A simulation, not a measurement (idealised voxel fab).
You're looking at the process module voxel transistor to metal.
We display cut, a cross-section 165 nm in width whose square cells are each 5 nm.
Cross-section = grid of square cells, listed top down in bands; band = one or more rows. The band entry comprises the height of the band's top followed by the height of its bottom, expressed in nm, and subsequently the band's materials from left to right, each stated together with its width in nm. Where a single material is marked with the word "edge to edge", that material fills the band from edge to edge. The word "blank" represents empty space. We count height from 0. Below that, the starting wafer is all one material. The lowest band never ends at the bottom but goes on down; see "0 -> down" for how that is written. A two-number width, for instance "30..40", indicates that the width is equal to the first number in the top row of the band and to the second number in the bottom row, and that it changes by a constant amount per row of cells. You'll sometimes find "remained the same" written for a step, and that's the way of saying that nowhere in the cross-section did a cell change during that step. "Listed closed voids" - sealed voids, min. 8 cells, no opening to top; format: width x height at distance (distance from left edge; nm throughout). Read whatever lies past the settings on a step's line as the simulator's own remark about the step. overlay nm: mask offset rightward from planned place, masked step; negative means leftward offset.
## plan
| 1 | RECEIVE, material Si |
| 2 | OXIDIZE, depth nm 5 |
| 3 | CONFORMAL_DEP, material SiN, thk nm 15 |
| 4 | DIRECTIONAL_DEP, material aC, thk nm 10 |
| 5 | PATTERN, tone cover, mask id ACTIVE, material resist, width nm 115, thk nm 30, overlay nm 0 |
| 6 | DIRECTIONAL_ETCH, etch materials aC, depth nm 10 |
| 7 | STRIP, etch materials resist |
| 8 | DIRECTIONAL_ETCH, etch materials SiN, depth nm 15 |
| 9 | DIRECTIONAL_ETCH, etch materials SiO2, depth nm 5 |
| 10 | DIRECTIONAL_ETCH, etch materials Si, depth nm 20 |
| 11 | STRIP, etch materials aC |
| 12 | OXIDIZE, depth nm 5 |
| 13 | FILL_DEP, material SiO2, thk nm 15 |
| 14 | CMP, height nm 15 |
| 15 | SELECTIVE_ETCH, etch materials SiO2, depth nm 10 |
| 16 | STRIP, etch materials SiN |
| 17 | SELECTIVE_ETCH, etch materials SiO2, depth nm 5 |
| 18 | OXIDIZE, depth nm 5 |
| 19 | DIRECTIONAL_DEP, material polySi, thk nm 20 |
| 20 | DIRECTIONAL_DEP, material SiCN, thk nm 15 |
| 21 | MASKED_ETCH, tone cover, mask id GATE, width nm 25, etch materials SiCN, depth nm 25, overlay nm 0 |
| 22 | MASKED_ETCH, tone cover, mask id GATE, width nm 15, etch materials polySi, depth nm 30, overlay nm 0 |
| 23 | CONFORMAL_DEP, material SiO2, thk nm 5 |
| 24 | DIRECTIONAL_ETCH, etch materials SiO2, depth nm 5 |
| 25 | CONFORMAL_DEP, material SiN, thk nm 5 |
| 26 | DIRECTIONAL_ETCH, etch materials SiN, depth nm 5 |
| 27 | DIRECTIONAL_ETCH, etch materials SiO2, depth nm 5 |
| 28 | DIRECTIONAL_ETCH, etch materials Si, depth nm 5 |
| 29 | EPI, material SiGe, thk nm 10 |
| 30 | FILL_DEP, material SiO2, thk nm 5 |
| 31 | CMP, height nm 15 |
| 32 | STRIP, etch materials polySi |
| 33 | SELECTIVE_ETCH, etch materials SiO2, depth nm 5 |
| 34 | CONFORMAL_DEP, material HfO2, thk nm 5 |
| 35 | CONFORMAL_DEP, material TiN, thk nm 5 |
| 36 | FILL_DEP, material W, thk nm 5 |
| 37 | CMP, height nm 10 |
| 38 | DIRECTIONAL_DEP, material SiO2, thk nm 15 |
| 39 | PATTERN, tone open, mask id CONTACT, material resist, width nm 15, pitch nm 80, thk nm 15, overlay nm 0 |
| 40 | DIRECTIONAL_ETCH, etch materials SiO2, depth nm 30 |
| 41 | STRIP, etch materials resist |
| 42 | CONFORMAL_DEP, material TiN, thk nm 5 |
| 43 | FILL_DEP, material Ru, thk nm 5 |
| 44 | CMP, height nm 25 |
| 45 | DIRECTIONAL_DEP, material TiN, thk nm 5 |
| 46 | DIRECTIONAL_DEP, material Ru, thk nm 15 |
| 47 | MASKED_ETCH, tone cover, mask id METAL_1, width nm 15, pitch nm 80, etch materials Ru, depth nm 15, overlay nm 0 |
| 48 | MASKED_ETCH, tone cover, mask id METAL_1, width nm 15, pitch nm 80, etch materials TiN, depth nm 5, overlay nm 0 |
| 49 | CONFORMAL_DEP, material SiN, thk nm 5 |
| 50 | FILL_DEP, material SiO2, thk nm 5 |
| 51 | CMP, height nm 45 |
| 52 | CONFORMAL_DEP, material SiCN, thk nm 5 |
| 53 | DIRECTIONAL_DEP, material SiO2, thk nm 35 |
| 54 | PATTERN, tone open, mask id METAL_2, material resist, width nm 15, pitch nm 80, thk nm 20, overlay nm 0 |
| 55 | DIRECTIONAL_ETCH, etch materials SiO2, depth nm 20 |
| 56 | STRIP, etch materials resist |
| 57 | PATTERN, tone open, mask id METAL_2_HOLES, material resist, width nm 15, pitch nm 80, thk nm 15, overlay nm 0 |
| 58 | DIRECTIONAL_ETCH, etch materials SiO2, depth nm 15 |
| 59 | DIRECTIONAL_ETCH, etch materials SiCN, depth nm 5 |
| 60 | STRIP, etch materials resist |
| 61 | CONFORMAL_DEP, material TiN, thk nm 5 |
| 62 | FILL_DEP, material Cu, thk nm 5 |
| 63 | CMP, height nm 85 |
| 64 | CONFORMAL_DEP, material SiCN, thk nm 5 |
The wafers in this document start out alike and differ in the width nm applied at step 22; the plan shows the value used for the first wafer.
## After step 1, as received: first of several wafers, cross-section
  0 -> down | Si edge to edge
  Listed closed voids: none
## Once step 64, the last step, is complete, the module is at its end; this is the cross-section of the first of several wafers
  90 -> 85 | SiCN edge to edge
  85 -> 50 | 35 of SiO2  5 of TiN  5 of Cu  5 of TiN  65 of SiO2  5 of TiN  5 of Cu  5 of TiN  35 of SiO2
  50 -> 45 | 35 of SiCN  15 of TiN  65 of SiCN  15 of TiN  35 of SiCN
  45 -> 30 | 30 of SiO2  5 of SiN  15 of Ru  5 of SiN  55 of SiO2  5 of SiN  15 of Ru  5 of SiN  30 of SiO2
  30 -> 25 | 35 of SiN  15 of TiN  65 of SiN  15 of TiN  35 of SiN
  25 -> 10 | 35 of SiO2  5 of TiN  5 of Ru  5 of TiN  65 of SiO2  5 of TiN  5 of Ru  5 of TiN  35 of SiO2
  10 -> 0 | 35 of SiO2  5 of TiN  5 of Ru  5 of TiN  10 of SiO2  5 of SiN  5 of HfO2  5 of TiN  15 of W  5 of TiN  5 of HfO2  5 of SiN  10 of SiO2  5 of TiN  5 of Ru  5 of TiN  35 of SiO2
  0 -> -5 | 25 of SiO2  5 of SiN  5 of SiO2  15 of TiN  10 of SiGe  5 of SiN  5 of HfO2  25 of TiN  5 of HfO2  5 of SiN  10 of SiGe  15 of TiN  5 of SiO2  5 of SiN  25 of SiO2
  -5 -> -10 | 30 of SiO2  30 of SiGe  5 of SiO2  35 of HfO2  5 of SiO2  30 of SiGe  30 of SiO2
  -10 -> -15 | 30 of SiO2  30 of SiGe  45 of Si  30 of SiGe  30 of SiO2
  -15 -> -30 | 30 of SiO2  105 of Si  30 of SiO2
  -30 -> down | Si edge to edge
  Listed closed voids: none
## Here's the last wafer cross-sectioned at the end of the module
  90 -> 85 | SiCN edge to edge
  85 -> 50 | 35 of SiO2  5 of TiN  5 of Cu  5 of TiN  65 of SiO2  5 of TiN  5 of Cu  5 of TiN  35 of SiO2
  50 -> 45 | 35 of SiCN  15 of TiN  65 of SiCN  15 of TiN  35 of SiCN
  45 -> 30 | 30 of SiO2  5 of SiN  15 of Ru  5 of SiN  55 of SiO2  5 of SiN  15 of Ru  5 of SiN  30 of SiO2
  30 -> 25 | 35 of SiN  15 of TiN  65 of SiN  15 of TiN  35 of SiN
  25 -> 10 | 35 of SiO2  5 of TiN  5 of Ru  5 of TiN  65 of SiO2  5 of TiN  5 of Ru  5 of TiN  35 of SiO2
  10 -> 5 | 35 of SiO2  5 of TiN  5 of Ru  5 of TiN  5 of SiO2  5 of SiN  5 of HfO2  5 of TiN  25 of W  5 of TiN  5 of HfO2  5 of SiN  5 of SiO2  5 of TiN  5 of Ru  5 of TiN  35 of SiO2
  5 -> 0 | 35 of SiO2  15 of TiN  5 of SiO2  5 of SiN  5 of HfO2  5 of TiN  25 of W  5 of TiN  5 of HfO2  5 of SiN  5 of SiO2  15 of TiN  35 of SiO2
  0 -> -5 | 25 of SiO2  5 of SiN  5 of SiO2  10 of TiN  10 of SiGe  5 of SiN  5 of HfO2  35 of TiN  5 of HfO2  5 of SiN  10 of SiGe  10 of TiN  5 of SiO2  5 of SiN  25 of SiO2
  -5 -> -10 | 30 of SiO2  25 of SiGe  5 of SiO2  45 of HfO2  5 of SiO2  25 of SiGe  30 of SiO2
  -10 -> -15 | 30 of SiO2  25 of SiGe  55 of Si  25 of SiGe  30 of SiO2
  -15 -> -30 | 30 of SiO2  105 of Si  30 of SiO2
  -30 -> down | Si edge to edge
  Listed closed voids: none
## Below is a per-wafer table. In it, each row describes the wafer at the end of the module by giving, for each material, the number of cells gained (+) or lost (-) since the wafer was received, and after that the closed voids of the wafer
width nm 15, +14 Cu, +13 HfO2, +28 Ru, -126 Si, +60 SiCN, +28 SiGe, +47 SiN, +449 SiO2, +75 TiN, +6 W, Listed closed voids: none
width nm 20, +14 Cu, +13 HfO2, +28 Ru, -126 Si, +60 SiCN, +28 SiGe, +47 SiN, +449 SiO2, +75 TiN, +6 W, Listed closed voids: none
width nm 25, +14 Cu, +13 HfO2, +28 Ru, -126 Si, +60 SiCN, +28 SiGe, +47 SiN, +449 SiO2, +75 TiN, +6 W, Listed closed voids: none
width nm 30, +14 Cu, +14 HfO2, +27 Ru, -125 Si, +60 SiCN, +26 SiGe, +47 SiN, +447 SiO2, +76 TiN, +8 W, Listed closed voids: none
width nm 35, +14 Cu, +15 HfO2, +26 Ru, -124 Si, +60 SiCN, +24 SiGe, +47 SiN, +445 SiO2, +77 TiN, +10 W, Listed closed voids: none
